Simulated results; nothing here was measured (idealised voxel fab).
You're looking at the process module voxel transistor to metal.
Shown is cross-section cut, with a width of 195 nm and square cells of size 5 nm.
If you're reading a cross-section in this doc, picture square cells in a grid; it comes to you as bands, top ones listed first down to the bottom, and a band can be one or more rows of cells.
For a band, the entry starts with two heights in nm, that of the top and then that of the bottom, and carries on with the band's materials in order from left to right, each alongside its width in nm; the word "throughout" beside a single material means it fills the band edge to edge, and "air" means empty space.
Height datum 0, below which the as-received substrate wafer is one material. Lowest band open at the bottom, running downward: "0 and below".
Width spec "30 to 40" -> top row of cells at first value, bottom row at second value, equal per-row change in between.
"identical to before", as given for a step, is the statement that not any cell of the cross-section underwent a change during that step.
"Closed void roster" specifies each empty space that is not open to the top and that occupies no fewer than 8 cells, using the form width x height at distance, the distance measured from the left edge and all three quantities in nm.
It should be noted that, on the line of a given step, the content following the step's settings is a remark produced by the simulator itself with respect to that step.
The "overlay nm" setting may appear on a step's line; for a step that uses a mask, it gives how far to the right of its planned position the mask lay, and a negative value indicates the left.
### This section lists the process steps that were planned
1 RECEIVE [material Si]
2 OXIDIZE [depth nm 5]
3 CONFORMAL_DEP [material SiN] [thk nm 10]
4 MASKED_ETCH [tone cover] [mask id ACTIVE] [width nm 115] [etch materials SiN] [depth nm 10] [overlay nm 0]
5 MASKED_ETCH [tone cover] [mask id ACTIVE] [width nm 115] [etch materials SiO2] [depth nm 5] [overlay nm 0]
6 MASKED_ETCH [tone cover] [mask id ACTIVE] [width nm 115] [etch materials Si] [depth nm 35] [overlay nm 0]
7 FILL_DEP [material SiO2] [thk nm 10]
8 CMP [height nm 10]
9 SELECTIVE_ETCH [etch materials SiO2] [depth nm 10]
10 STRIP [etch materials SiN]
11 SELECTIVE_ETCH [etch materials SiO2] [depth nm 5]
12 OXIDIZE [depth nm 5]
13 DIRECTIONAL_DEP [material polySi] [thk nm 30]
14 DIRECTIONAL_DEP [material SiCN] [thk nm 15]
15 DIRECTIONAL_DEP [material aC] [thk nm 10]
16 PATTERN [tone cover] [mask id GATE] [material resist] [width nm 25] [thk nm 30] [overlay nm 0]
17 DIRECTIONAL_ETCH [etch materials aC] [depth nm 10]
18 STRIP [etch materials resist]
19 DIRECTIONAL_ETCH [etch materials SiCN] [depth nm 25]
20 DIRECTIONAL_ETCH [etch materials polySi] [depth nm 40]
21 STRIP [etch materials aC]
22 CONFORMAL_DEP [material SiO2] [thk nm 5]
23 DIRECTIONAL_ETCH [etch materials SiO2] [depth nm 5]
24 CONFORMAL_DEP [material SiN] [thk nm 5]
25 DIRECTIONAL_ETCH [etch materials SiN] [depth nm 5]
26 DIRECTIONAL_ETCH [etch materials SiO2] [depth nm 5]
27 EPI [material nSi] [thk nm 5]
28 FILL_DEP [material SiO2] [thk nm 10]
29 CMP [height nm 40]
30 DIRECTIONAL_DEP [material SiO2] [thk nm 10]
31 PATTERN [tone open] [mask id CONTACT] [material resist] [width nm 15] [pitch nm 80] [thk nm 15] [overlay nm 0]
32 DIRECTIONAL_ETCH [etch materials SiO2] [depth nm 55]
33 STRIP [etch materials resist]
34 CONFORMAL_DEP [material TiN] [thk nm 5]
35 FILL_DEP [material Ru] [thk nm 10]
36 CMP [height nm 50]
37 CONFORMAL_DEP [material SiN] [thk nm 5]
38 DIRECTIONAL_DEP [material SiO2] [thk nm 20]
39 DIRECTIONAL_DEP [material aC] [thk nm 15]
40 PATTERN [tone open] [mask id METAL_1] [material resist] [width nm 15] [pitch nm 80] [thk nm 35] [overlay nm 0]
41 DIRECTIONAL_ETCH [etch materials aC] [depth nm 15]
42 STRIP [etch materials resist]
43 DIRECTIONAL_ETCH [etch materials SiO2] [depth nm 20]
44 DIRECTIONAL_ETCH [etch materials SiN] [depth nm 5]
45 STRIP [etch materials aC]
46 CONFORMAL_DEP [material TiN] [thk nm 5]
47 FILL_DEP [material Cu] [thk nm 10]
48 CMP [height nm 75]
49 CONFORMAL_DEP [material SiCN] [thk nm 5]
### Concerning the first of two wafers, which was run in accordance with the plan
### Delivered wafer in cross-section: state after step 1
	0 and below = Si throughout
	Closed void roster: none
### after step 2
	0 down to -5 = SiO2 throughout
	Unchanged below -5.
### after step 3
	10 down to 0 = SiN throughout
	Unchanged below 0.
### after step 4
	10 down to 0 = air 40 | SiN 115 | air 40
	Unchanged below 0.
### after step 5
	10 down to 0 = air 40 | SiN 115 | air 40
	0 down to -5 = air 40 | SiO2 115 | air 40
	Unchanged below -5.
### after step 6
	10 down to 0 = air 40 | SiN 115 | air 40
	0 down to -5 = air 40 | SiO2 115 | air 40
	-5 down to -40 = air 40 | Si 115 | air 40
	Unchanged below -40.
### after step 7
	20 down to 10 = SiO2 throughout
	10 down to 0 = SiO2 40 | SiN 115 | SiO2 40
	0 down to -5 = SiO2 throughout
	-5 down to -40 = SiO2 40 | Si 115 | SiO2 40
	Unchanged below -40.
### after step 8
	10 down to 0 = SiO2 40 | SiN 115 | SiO2 40
	Unchanged below 0.
### after step 9
	10 down to 0 = air 40 | SiN 115 | air 40
	Unchanged below 0.
### after step 10
	0 down to -5 = SiO2 throughout
	Unchanged below -5.
### after step 11
	-5 down to -40 = SiO2 40 | Si 115 | SiO2 40
	Unchanged below -40.
### after step 12
	-5 down to -10 = SiO2 throughout
	Unchanged below -10.
### after step 13
	25 down to -5 = polySi throughout
	Unchanged below -5.
### after step 14
	40 down to 25 = SiCN throughout
	Unchanged below 25.
### after step 15
	50 down to 40 = aC throughout
	Unchanged below 40.
### after step 16
	80 down to 50 = air 85 | resist 25 | air 85
	Unchanged below 50.
### after step 17
	70 down to 50 = air 85 | resist 25 | air 85
	50 down to 40 = air 85 | aC 25 | air 85
	Unchanged below 40.
### after step 18
	50 down to 40 = air 85 | aC 25 | air 85
	Unchanged below 40.
### after step 19
	50 down to 40 = air 85 | aC 25 | air 85
	40 down to 25 = air 85 | SiCN 25 | air 85
	Unchanged below 25.
### after step 20
	50 down to 40 = air 85 | aC 25 | air 85
	40 down to 25 = air 85 | SiCN 25 | air 85
	25 down to -5 = air 85 | polySi 25 | air 85
	Unchanged below -5.
### after step 21
	40 down to 25 = air 85 | SiCN 25 | air 85
	Unchanged below 25.
### after step 22
	45 down to 40 = air 80 | SiO2 35 | air 80
	40 down to 25 = air 80 | SiO2 5 | SiCN 25 | SiO2 5 | air 80
	25 down to 0 = air 80 | SiO2 5 | polySi 25 | SiO2 5 | air 80
	0 down to -5 = SiO2 85 | polySi 25 | SiO2 85
	Unchanged below -5.
### after step 23
	40 down to 25 = air 80 | SiO2 5 | SiCN 25 | SiO2 5 | air 80
	25 down to -5 = air 80 | SiO2 5 | polySi 25 | SiO2 5 | air 80
	Unchanged below -5.
### after step 24
	45 down to 40 = air 75 | SiN 45 | air 75
	40 down to 25 = air 75 | SiN 5 | SiO2 5 | SiCN 25 | SiO2 5 | SiN 5 | air 75
	25 down to 0 = air 75 | SiN 5 | SiO2 5 | polySi 25 | SiO2 5 | SiN 5 | air 75
	0 down to -5 = SiN 80 | SiO2 5 | polySi 25 | SiO2 5 | SiN 80
	Unchanged below -5.
### after step 25
	40 down to 25 = air 75 | SiN 5 | SiO2 5 | SiCN 25 | SiO2 5 | SiN 5 | air 75
	25 down to -5 = air 75 | SiN 5 | SiO2 5 | polySi 25 | SiO2 5 | SiN 5 | air 75
	Unchanged below -5.
### after step 26
	40 down to 35 = air 75 | SiN 5 | air 5 | SiCN 25 | air 5 | SiN 5 | air 75
	35 down to 25 = air 75 | SiN 5 | SiO2 5 | SiCN 25 | SiO2 5 | SiN 5 | air 75
	25 down to -5 = air 75 | SiN 5 | SiO2 5 | polySi 25 | SiO2 5 | SiN 5 | air 75
	-5 down to -10 = air 75 | SiO2 45 | air 75
	Unchanged below -10.
### after step 27
	40 down to 35 = air 75 | SiN 5 | air 5 | SiCN 25 | air 5 | SiN 5 | air 75
	35 down to 25 = air 75 | SiN 5 | SiO2 5 | SiCN 25 | SiO2 5 | SiN 5 | air 75
	25 down to -5 = air 75 | SiN 5 | SiO2 5 | polySi 25 | SiO2 5 | SiN 5 | air 75
	-5 down to -10 = air 35 | nSi 40 | SiO2 45 | nSi 40 | air 35
	Unchanged below -10.
### after step 28
	50 down to 40 = SiO2 throughout
	40 down to 25 = SiO2 75 | SiN 5 | SiO2 5 | SiCN 25 | SiO2 5 | SiN 5 | SiO2 75
	25 down to -5 = SiO2 75 | SiN 5 | SiO2 5 | polySi 25 | SiO2 5 | SiN 5 | SiO2 75
	-5 down to -10 = SiO2 35 | nSi 40 | SiO2 45 | nSi 40 | SiO2 35
	Unchanged below -10.
### after step 29
	40 down to 25 = SiO2 75 | SiN 5 | SiO2 5 | SiCN 25 | SiO2 5 | SiN 5 | SiO2 75
	Unchanged below 25.
### after step 30
	50 down to 40 = SiO2 throughout
	Unchanged below 40.
### after step 31
	65 down to 50 = resist 50 | air 15 | resist 65 | air 15 | resist 50
	Unchanged below 50.
### after step 32
	65 down to 50 = resist 50 | air 15 | resist 65 | air 15 | resist 50
	50 down to 40 = SiO2 50 | air 15 | SiO2 65 | air 15 | SiO2 50
	40 down to 25 = SiO2 50 | air 15 | SiO2 10 | SiN 5 | SiO2 5 | SiCN 25 | SiO2 5 | SiN 5 | SiO2 10 | air 15 | SiO2 50
	25 down to -5 = SiO2 50 | air 15 | SiO2 10 | SiN 5 | SiO2 5 | polySi 25 | SiO2 5 | SiN 5 | SiO2 10 | air 15 | SiO2 50
	Unchanged below -5.
### after step 33
	50 down to 40 = SiO2 50 | air 15 | SiO2 65 | air 15 | SiO2 50
	Unchanged below 40.
### after step 34
	55 down to 50 = TiN 55 | air 5 | TiN 75 | air 5 | TiN 55
	50 down to 40 = SiO2 50 | TiN 5 | air 5 | TiN 5 | SiO2 65 | TiN 5 | air 5 | TiN 5 | SiO2 50
	40 down to 25 = SiO2 50 | TiN 5 | air 5 | TiN 5 | SiO2 10 | SiN 5 | SiO2 5 | SiCN 25 | SiO2 5 | SiN 5 | SiO2 10 | TiN 5 | air 5 | TiN 5 | SiO2 50
	25 down to 0 = SiO2 50 | TiN 5 | air 5 | TiN 5 | SiO2 10 | SiN 5 | SiO2 5 | polySi 25 | SiO2 5 | SiN 5 | SiO2 10 | TiN 5 | air 5 | TiN 5 | SiO2 50
	0 down to -5 = SiO2 50 | TiN 15 | SiO2 10 | SiN 5 | SiO2 5 | polySi 25 | SiO2 5 | SiN 5 | SiO2 10 | TiN 15 | SiO2 50
	Unchanged below -5.
### after step 35
	65 down to 55 = Ru throughout
	55 down to 50 = TiN 55 | Ru 5 | TiN 75 | Ru 5 | TiN 55
	50 down to 40 = SiO2 50 | TiN 5 | Ru 5 | TiN 5 | SiO2 65 | TiN 5 | Ru 5 | TiN 5 | SiO2 50
	40 down to 25 = SiO2 50 | TiN 5 | Ru 5 | TiN 5 | SiO2 10 | SiN 5 | SiO2 5 | SiCN 25 | SiO2 5 | SiN 5 | SiO2 10 | TiN 5 | Ru 5 | TiN 5 | SiO2 50
	25 down to 0 = SiO2 50 | TiN 5 | Ru 5 | TiN 5 | SiO2 10 | SiN 5 | SiO2 5 | polySi 25 | SiO2 5 | SiN 5 | SiO2 10 | TiN 5 | Ru 5 | TiN 5 | SiO2 50
	Unchanged below 0.
### after step 36
	50 down to 40 = SiO2 50 | TiN 5 | Ru 5 | TiN 5 | SiO2 65 | TiN 5 | Ru 5 | TiN 5 | SiO2 50
	Unchanged below 40.
### after step 37
	55 down to 50 = SiN throughout
	Unchanged below 50.
### after step 38
	75 down to 55 = SiO2 throughout
	Unchanged below 55.
### after step 39
	90 down to 75 = aC throughout
	Unchanged below 75.
### after step 40
	125 down to 90 = resist 50 | air 15 | resist 65 | air 15 | resist 50
	Unchanged below 90.
### after step 41
	110 down to 90 = resist 50 | air 15 | resist 65 | air 15 | resist 50
	90 down to 75 = aC 50 | air 15 | aC 65 | air 15 | aC 50
	Unchanged below 75.
### after step 42
	90 down to 75 = aC 50 | air 15 | aC 65 | air 15 | aC 50
	Unchanged below 75.
### after step 43
	90 down to 75 = aC 50 | air 15 | aC 65 | air 15 | aC 50
	75 down to 55 = SiO2 50 | air 15 | SiO2 65 | air 15 | SiO2 50
	Unchanged below 55.
### after step 44
	90 down to 75 = aC 50 | air 15 | aC 65 | air 15 | aC 50
	75 down to 55 = SiO2 50 | air 15 | SiO2 65 | air 15 | SiO2 50
	55 down to 50 = SiN 50 | air 15 | SiN 65 | air 15 | SiN 50
	Unchanged below 50.
### after step 45
	75 down to 55 = SiO2 50 | air 15 | SiO2 65 | air 15 | SiO2 50
	Unchanged below 55.
### after step 46
	80 down to 75 = TiN 55 | air 5 | TiN 75 | air 5 | TiN 55
	75 down to 55 = SiO2 50 | TiN 5 | air 5 | TiN 5 | SiO2 65 | TiN 5 | air 5 | TiN 5 | SiO2 50
	55 down to 50 = SiN 50 | TiN 15 | SiN 65 | TiN 15 | SiN 50
	Unchanged below 50.
### after step 47
	90 down to 80 = Cu throughout
	80 down to 75 = TiN 55 | Cu 5 | TiN 75 | Cu 5 | TiN 55
	75 down to 55 = SiO2 50 | TiN 5 | Cu 5 | TiN 5 | SiO2 65 | TiN 5 | Cu 5 | TiN 5 | SiO2 50
	Unchanged below 55.
### after step 48
	75 down to 55 = SiO2 50 | TiN 5 | Cu 5 | TiN 5 | SiO2 65 | TiN 5 | Cu 5 | TiN 5 | SiO2 50
	Unchanged below 55.
### after step 49
	80 down to 75 = SiCN throughout
	Unchanged below 75.
### The second wafer: identical to the first at the outset and in its planned sequence, differing only in that one mistake was made during processing; up to and including step 37, its path is the first wafer's path
### when step 38 should have ended
	65 down to 55 = SiO2 throughout
	Unchanged below 55.
### when step 39 should have ended
	80 down to 65 = aC throughout
	Unchanged below 65.
### when step 40 should have ended
	115 down to 80 = resist 50 | air 15 | resist 65 | air 15 | resist 50
	Unchanged below 80.
### when step 41 should have ended
	100 down to 80 = resist 50 | air 15 | resist 65 | air 15 | resist 50
	80 down to 65 = aC 50 | air 15 | aC 65 | air 15 | aC 50
	Unchanged below 65.
### when step 42 should have ended
	80 down to 65 = aC 50 | air 15 | aC 65 | air 15 | aC 50
	Unchanged below 65.
### when step 43 should have ended
	80 down to 65 = aC 50 | air 15 | aC 65 | air 15 | aC 50
	65 down to 55 = SiO2 50 | air 15 | SiO2 65 | air 15 | SiO2 50
	Unchanged below 55.
### when step 44 should have ended
	80 down to 65 = aC 50 | air 15 | aC 65 | air 15 | aC 50
	65 down to 55 = SiO2 50 | air 15 | SiO2 65 | air 15 | SiO2 50
	55 down to 50 = SiN 50 | air 15 | SiN 65 | air 15 | SiN 50
	Unchanged below 50.
### when step 45 should have ended
	65 down to 55 = SiO2 50 | air 15 | SiO2 65 | air 15 | SiO2 50
	Unchanged below 55.
### when step 46 should have ended
	70 down to 65 = TiN 55 | air 5 | TiN 75 | air 5 | TiN 55
	65 down to 55 = SiO2 50 | TiN 5 | air 5 | TiN 5 | SiO2 65 | TiN 5 | air 5 | TiN 5 | SiO2 50
	55 down to 50 = SiN 50 | TiN 15 | SiN 65 | TiN 15 | SiN 50
	Unchanged below 50.
### when step 47 should have ended
	80 down to 70 = Cu throughout
	70 down to 65 = TiN 55 | Cu 5 | TiN 75 | Cu 5 | TiN 55
	65 down to 55 = SiO2 50 | TiN 5 | Cu 5 | TiN 5 | SiO2 65 | TiN 5 | Cu 5 | TiN 5 | SiO2 50
	Unchanged below 55.
### when step 48 should have ended
	75 down to 70 = Cu throughout
	Unchanged below 70.
### when step 49 should have ended
	80 down to 75 = SiCN throughout
	Unchanged below 75.
What was the processing mistake? step 38 off recipe, ran as DIRECTIONAL_DEP [material SiO2] [thk nm 10]
Count the cells at the end and the second wafer has more or fewer of some materials than the first: +37 Cu | -66 SiO2 | +29 TiN
